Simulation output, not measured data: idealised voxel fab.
Proc. module: voxel gate over fins
Displayed cross-section: cut, width of 190 nm, square cells sized 5 nm.
Cross-section format: a grid of square cells, given as bands from top to bottom; each band is one or more rows of cells.
Band entry format. Leading values: height of top, height of bottom, nm. Remainder: materials in left-to-right order, each with its width in nm. Special words: "throughout" on a single material, which then fills the band edge to edge; "blank", empty space.
The level at which height equals 0 is the one under which the wafer, as it arrives, is entirely one material. No lower edge exists for the bottom band, which continues downward and is notated as in "top 0, no bottom".
The expression "30->40" gives the width at the extremes of the band, the first number at its top row of cells and the second at its bottom row, with the width changing by equal amounts from each row to the next in between.
Key: "all unchanged" - step with no changed cell in the cross-section.
"Enclosed cavity list" specifies each empty space that is not open to the top and that occupies no fewer than 8 cells, using the form width x height at distance, the distance measured from the left edge and all three quantities in nm.
Read whatever lies past the settings on a step's line as the simulator's own remark about the step.
Each step line may optionally specify "overlay nm", which for a step with a mask gives the rightward distance between the mask's planned place and where it lay, a negative value indicating the leftward direction.
Below is the list of planned process steps
- 1: RECEIVE,material Si
- 2: CONFORMAL_DEP,material SiN,thk nm 10
- 3: PATTERN,tone cover,mask id FINS,material resist,width nm 15,pitch nm 50,thk nm 20,overlay nm 0
- 4: DIRECTIONAL_ETCH,etch materials SiN,depth nm 10
- 5: DIRECTIONAL_ETCH,etch materials Si,depth nm 30
- 6: STRIP,etch materials resist
- 7: FILL_DEP,material SiO2,thk nm 5
- 8: CMP,height nm 10
- 9: PATTERN,tone open,mask id RAIL,material resist,width nm 15,thk nm 15,overlay nm 0
- 10: DIRECTIONAL_ETCH,etch materials SiO2,depth nm 35
- 11: STRIP,etch materials resist
- 12: CONFORMAL_DEP,material TiN,thk nm 5
- 13: FILL_DEP,material Ru,thk nm 5
- 14: CMP,height nm 10
- 15: SELECTIVE_ETCH,etch materials W Ru TiN,depth nm 25
- 16: FILL_DEP,material SiO2,thk nm 5
- 17: CMP,height nm 10
- 18: SELECTIVE_ETCH,etch materials SiO2,depth nm 20
- 19: STRIP,etch materials SiN
- 20: CONFORMAL_DEP,material HfO2,thk nm 5
- 21: CONFORMAL_DEP,material TiN,thk nm 5
- 22: FILL_DEP,material W,thk nm 10
- 23: CMP,height nm 15
- 24: CONFORMAL_DEP,material SiCN,thk nm 10
On the first of the two wafers: run conducted according to plan
Shown in cross-section is the wafer as received, that is, as it stands after step 1
	top 0, no bottom | Si throughout
	Enclosed cavity list: none
The following cross-section depicts the wafer upon completion of step 2
	top 10, bottom 0 | SiN throughout
	Under 0: no change, same as before.
The following cross-section depicts the wafer upon completion of step 3
	top 30, bottom 10 | 60 of blank  15 of resist  35 of blank  15 of resist  65 of blank
	Under 10: no change, same as before.
The following cross-section depicts the wafer upon completion of step 4
	top 30, bottom 10 | 60 of blank  15 of resist  35 of blank  15 of resist  65 of blank
	top 10, bottom 0 | 60 of blank  15 of SiN  35 of blank  15 of SiN  65 of blank
	Under 0: no change, same as before.
The following cross-section depicts the wafer upon completion of step 5
	top 30, bottom 10 | 60 of blank  15 of resist  35 of blank  15 of resist  65 of blank
	top 10, bottom 0 | 60 of blank  15 of SiN  35 of blank  15 of SiN  65 of blank
	top 0, bottom -30 | 60 of blank  15 of Si  35 of blank  15 of Si  65 of blank
	Under -30: no change, same as before.
The following cross-section depicts the wafer upon completion of step 6
	top 10, bottom 0 | 60 of blank  15 of SiN  35 of blank  15 of SiN  65 of blank
	Under 0: no change, same as before.
The following cross-section depicts the wafer upon completion of step 7
	top 15, bottom 10 | SiO2 throughout
	top 10, bottom 0 | 60 of SiO2  15 of SiN  35 of SiO2  15 of SiN  65 of SiO2
	top 0, bottom -30 | 60 of SiO2  15 of Si  35 of SiO2  15 of Si  65 of SiO2
	Under -30: no change, same as before.
The following cross-section depicts the wafer upon completion of step 8
	top 10, bottom 0 | 60 of SiO2  15 of SiN  35 of SiO2  15 of SiN  65 of SiO2
	Under 0: no change, same as before.
The following cross-section depicts the wafer upon completion of step 9
	top 25, bottom 10 | 85 of resist  15 of blank  90 of resist
	Under 10: no change, same as before.
The following cross-section depicts the wafer upon completion of step 10
	top 25, bottom 10 | 85 of resist  15 of blank  90 of resist
	top 10, bottom 0 | 60 of SiO2  15 of SiN  10 of SiO2  15 of blank  10 of SiO2  15 of SiN  65 of SiO2
	top 0, bottom -25 | 60 of SiO2  15 of Si  10 of SiO2  15 of blank  10 of SiO2  15 of Si  65 of SiO2
	Under -25: no change, same as before.
The following cross-section depicts the wafer upon completion of step 11
	top 10, bottom 0 | 60 of SiO2  15 of SiN  10 of SiO2  15 of blank  10 of SiO2  15 of SiN  65 of SiO2
	Under 0: no change, same as before.
The following cross-section depicts the wafer upon completion of step 12
	top 15, bottom 10 | 90 of TiN  5 of blank  95 of TiN
	top 10, bottom 0 | 60 of SiO2  15 of SiN  10 of SiO2  5 of TiN  5 of blank  5 of TiN  10 of SiO2  15 of SiN  65 of SiO2
	top 0, bottom -20 | 60 of SiO2  15 of Si  10 of SiO2  5 of TiN  5 of blank  5 of TiN  10 of SiO2  15 of Si  65 of SiO2
	top -20, bottom -25 | 60 of SiO2  15 of Si  10 of SiO2  15 of TiN  10 of SiO2  15 of Si  65 of SiO2
	Under -25: no change, same as before.
The following cross-section depicts the wafer upon completion of step 13
	top 20, bottom 15 | Ru throughout
	top 15, bottom 10 | 90 of TiN  5 of Ru  95 of TiN
	top 10, bottom 0 | 60 of SiO2  15 of SiN  10 of SiO2  5 of TiN  5 of Ru  5 of TiN  10 of SiO2  15 of SiN  65 of SiO2
	top 0, bottom -20 | 60 of SiO2  15 of Si  10 of SiO2  5 of TiN  5 of Ru  5 of TiN  10 of SiO2  15 of Si  65 of SiO2
	Under -20: no change, same as before.
The following cross-section depicts the wafer upon completion of step 14
	top 10, bottom 0 | 60 of SiO2  15 of SiN  10 of SiO2  5 of TiN  5 of Ru  5 of TiN  10 of SiO2  15 of SiN  65 of SiO2
	Under 0: no change, same as before.
The following cross-section depicts the wafer upon completion of step 15
	top 10, bottom 0 | 60 of SiO2  15 of SiN  10 of SiO2  15 of blank  10 of SiO2  15 of SiN  65 of SiO2
	top 0, bottom -15 | 60 of SiO2  15 of Si  10 of SiO2  15 of blank  10 of SiO2  15 of Si  65 of SiO2
	Under -15: no change, same as before.
The following cross-section depicts the wafer upon completion of step 16
	top 15, bottom 10 | SiO2 throughout
	top 10, bottom 0 | 60 of SiO2  15 of SiN  35 of SiO2  15 of SiN  65 of SiO2
	top 0, bottom -15 | 60 of SiO2  15 of Si  35 of SiO2  15 of Si  65 of SiO2
	Under -15: no change, same as before.
The following cross-section depicts the wafer upon completion of step 17
	top 10, bottom 0 | 60 of SiO2  15 of SiN  35 of SiO2  15 of SiN  65 of SiO2
	Under 0: no change, same as before.
The following cross-section depicts the wafer upon completion of step 18
	top 10, bottom 0 | 60 of blank  15 of SiN  35 of blank  15 of SiN  65 of blank
	top 0, bottom -10 | 60 of blank  15 of Si  35 of blank  15 of Si  65 of blank
	Under -10: no change, same as before.
The following cross-section depicts the wafer upon completion of step 19
	top 0, bottom -10 | 60 of blank  15 of Si  35 of blank  15 of Si  65 of blank
	Under -10: no change, same as before.
The following cross-section depicts the wafer upon completion of step 20
	top 5, bottom 0 | 55 of blank  25 of HfO2  25 of blank  25 of HfO2  60 of blank
	top 0, bottom -5 | 55 of blank  5 of HfO2  15 of Si  5 of HfO2  25 of blank  5 of HfO2  15 of Si  5 of HfO2  60 of blank
	top -5, bottom -10 | 60 of HfO2  15 of Si  35 of HfO2  15 of Si  65 of HfO2
	Under -10: no change, same as before.
The following cross-section depicts the wafer upon completion of step 21
	top 10, bottom 5 | 50 of blank  35 of TiN  15 of blank  35 of TiN  55 of blank
	top 5, bottom 0 | 50 of blank  5 of TiN  25 of HfO2  5 of TiN  15 of blank  5 of TiN  25 of HfO2  5 of TiN  55 of blank
	top 0, bottom -5 | 55 of TiN  5 of HfO2  15 of Si  5 of HfO2  25 of TiN  5 of HfO2  15 of Si  5 of HfO2  60 of TiN
	Under -5: no change, same as before.
The following cross-section depicts the wafer upon completion of step 22
	top 20, bottom 10 | W throughout
	top 10, bottom 5 | 50 of W  35 of TiN  15 of W  35 of TiN  55 of W
	top 5, bottom 0 | 50 of W  5 of TiN  25 of HfO2  5 of TiN  15 of W  5 of TiN  25 of HfO2  5 of TiN  55 of W
	Under 0: no change, same as before.
The following cross-section depicts the wafer upon completion of step 23
	top 15, bottom 10 | W throughout
	Under 10: no change, same as before.
The following cross-section depicts the wafer upon completion of step 24
	top 25, bottom 15 | SiCN throughout
	Under 15: no change, same as before.
Now the other wafer: same start, same recipe, but we messed up one thing when running it. Up to and including step 2 it's the same as the first one
The second wafer in cross-section, at the planned close of step 3
	top 30, bottom 10 | 65 of blank  15 of resist  35 of blank  15 of resist  60 of blank
	Under 10: no change, same as before.
The second wafer in cross-section, at the planned close of step 4
	top 30, bottom 10 | 65 of blank  15 of resist  35 of blank  15 of resist  60 of blank
	top 10, bottom 0 | 65 of blank  15 of SiN  35 of blank  15 of SiN  60 of blank
	Under 0: no change, same as before.
The second wafer in cross-section, at the planned close of step 5
	top 30, bottom 10 | 65 of blank  15 of resist  35 of blank  15 of resist  60 of blank
	top 10, bottom 0 | 65 of blank  15 of SiN  35 of blank  15 of SiN  60 of blank
	top 0, bottom -30 | 65 of blank  15 of Si  35 of blank  15 of Si  60 of blank
	Under -30: no change, same as before.
The second wafer in cross-section, at the planned close of step 6
	top 10, bottom 0 | 65 of blank  15 of SiN  35 of blank  15 of SiN  60 of blank
	Under 0: no change, same as before.
The second wafer in cross-section, at the planned close of step 7
	top 15, bottom 10 | SiO2 throughout
	top 10, bottom 0 | 65 of SiO2  15 of SiN  35 of SiO2  15 of SiN  60 of SiO2
	top 0, bottom -30 | 65 of SiO2  15 of Si  35 of SiO2  15 of Si  60 of SiO2
	Under -30: no change, same as before.
The second wafer in cross-section, at the planned close of step 8
	top 10, bottom 0 | 65 of SiO2  15 of SiN  35 of SiO2  15 of SiN  60 of SiO2
	Under 0: no change, same as before.
The second wafer in cross-section, at the planned close of step 9
	top 25, bottom 10 | 85 of resist  15 of blank  90 of resist
	Under 10: no change, same as before.
The second wafer in cross-section, at the planned close of step 10
	top 25, bottom 10 | 85 of resist  15 of blank  90 of resist
	top 10, bottom 0 | 65 of SiO2  15 of SiN  5 of SiO2  15 of blank  15 of SiO2  15 of SiN  60 of SiO2
	top 0, bottom -25 | 65 of SiO2  15 of Si  5 of SiO2  15 of blank  15 of SiO2  15 of Si  60 of SiO2
	Under -25: no change, same as before.
The second wafer in cross-section, at the planned close of step 11
	top 10, bottom 0 | 65 of SiO2  15 of SiN  5 of SiO2  15 of blank  15 of SiO2  15 of SiN  60 of SiO2
	Under 0: no change, same as before.
The second wafer in cross-section, at the planned close of step 12
	top 15, bottom 10 | 90 of TiN  5 of blank  95 of TiN
	top 10, bottom 0 | 65 of SiO2  15 of SiN  5 of SiO2  5 of TiN  5 of blank  5 of TiN  15 of SiO2  15 of SiN  60 of SiO2
	top 0, bottom -20 | 65 of SiO2  15 of Si  5 of SiO2  5 of TiN  5 of blank  5 of TiN  15 of SiO2  15 of Si  60 of SiO2
	top -20, bottom -25 | 65 of SiO2  15 of Si  5 of SiO2  15 of TiN  15 of SiO2  15 of Si  60 of SiO2
	Under -25: no change, same as before.
The second wafer in cross-section, at the planned close of step 13
	top 20, bottom 15 | Ru throughout
	top 15, bottom 10 | 90 of TiN  5 of Ru  95 of TiN
	top 10, bottom 0 | 65 of SiO2  15 of SiN  5 of SiO2  5 of TiN  5 of Ru  5 of TiN  15 of SiO2  15 of SiN  60 of SiO2
	top 0, bottom -20 | 65 of SiO2  15 of Si  5 of SiO2  5 of TiN  5 of Ru  5 of TiN  15 of SiO2  15 of Si  60 of SiO2
	Under -20: no change, same as before.
The second wafer in cross-section, at the planned close of step 14
	top 10, bottom 0 | 65 of SiO2  15 of SiN  5 of SiO2  5 of TiN  5 of Ru  5 of TiN  15 of SiO2  15 of SiN  60 of SiO2
	Under 0: no change, same as before.
The second wafer in cross-section, at the planned close of step 15
	top 10, bottom 0 | 65 of SiO2  15 of SiN  5 of SiO2  15 of blank  15 of SiO2  15 of SiN  60 of SiO2
	top 0, bottom -15 | 65 of SiO2  15 of Si  5 of SiO2  15 of blank  15 of SiO2  15 of Si  60 of SiO2
	Under -15: no change, same as before.
The second wafer in cross-section, at the planned close of step 16
	top 15, bottom 10 | SiO2 throughout
	top 10, bottom 0 | 65 of SiO2  15 of SiN  35 of SiO2  15 of SiN  60 of SiO2
	top 0, bottom -15 | 65 of SiO2  15 of Si  35 of SiO2  15 of Si  60 of SiO2
	Under -15: no change, same as before.
The second wafer in cross-section, at the planned close of step 17
	top 10, bottom 0 | 65 of SiO2  15 of SiN  35 of SiO2  15 of SiN  60 of SiO2
	Under 0: no change, same as before.
The second wafer in cross-section, at the planned close of step 18
	top 10, bottom 0 | 65 of blank  15 of SiN  35 of blank  15 of SiN  60 of blank
	top 0, bottom -10 | 65 of blank  15 of Si  35 of blank  15 of Si  60 of blank
	Under -10: no change, same as before.
The second wafer in cross-section, at the planned close of step 19
	top 0, bottom -10 | 65 of blank  15 of Si  35 of blank  15 of Si  60 of blank
	Under -10: no change, same as before.
The second wafer in cross-section, at the planned close of step 20
	top 5, bottom 0 | 60 of blank  25 of HfO2  25 of blank  25 of HfO2  55 of blank
	top 0, bottom -5 | 60 of blank  5 of HfO2  15 of Si  5 of HfO2  25 of blank  5 of HfO2  15 of Si  5 of HfO2  55 of blank
	top -5, bottom -10 | 65 of HfO2  15 of Si  35 of HfO2  15 of Si  60 of HfO2
	Under -10: no change, same as before.
The second wafer in cross-section, at the planned close of step 21
	top 10, bottom 5 | 55 of blank  35 of TiN  15 of blank  35 of TiN  50 of blank
	top 5, bottom 0 | 55 of blank  5 of TiN  25 of HfO2  5 of TiN  15 of blank  5 of TiN  25 of HfO2  5 of TiN  50 of blank
	top 0, bottom -5 | 60 of TiN  5 of HfO2  15 of Si  5 of HfO2  25 of TiN  5 of HfO2  15 of Si  5 of HfO2  55 of TiN
	Under -5: no change, same as before.
The second wafer in cross-section, at the planned close of step 22
	top 20, bottom 10 | W throughout
	top 10, bottom 5 | 55 of W  35 of TiN  15 of W  35 of TiN  50 of W
	top 5, bottom 0 | 55 of W  5 of TiN  25 of HfO2  5 of TiN  15 of W  5 of TiN  25 of HfO2  5 of TiN  50 of W
	Under 0: no change, same as before.
The second wafer in cross-section, at the planned close of step 23
	top 15, bottom 10 | W throughout
	Under 10: no change, same as before.
The second wafer in cross-section, at the planned close of step 24
	top 25, bottom 15 | SiCN throughout
	Under 15: no change, same as before.
The mistake made against the process plan was this: off-plan run, step 3, actual operation and settings PATTERN,tone cover,mask id FINS,material resist,width nm 15,pitch nm 50,thk nm 20,overlay nm 5
Final state: per-material cell counts identical on both wafers; locations differ.
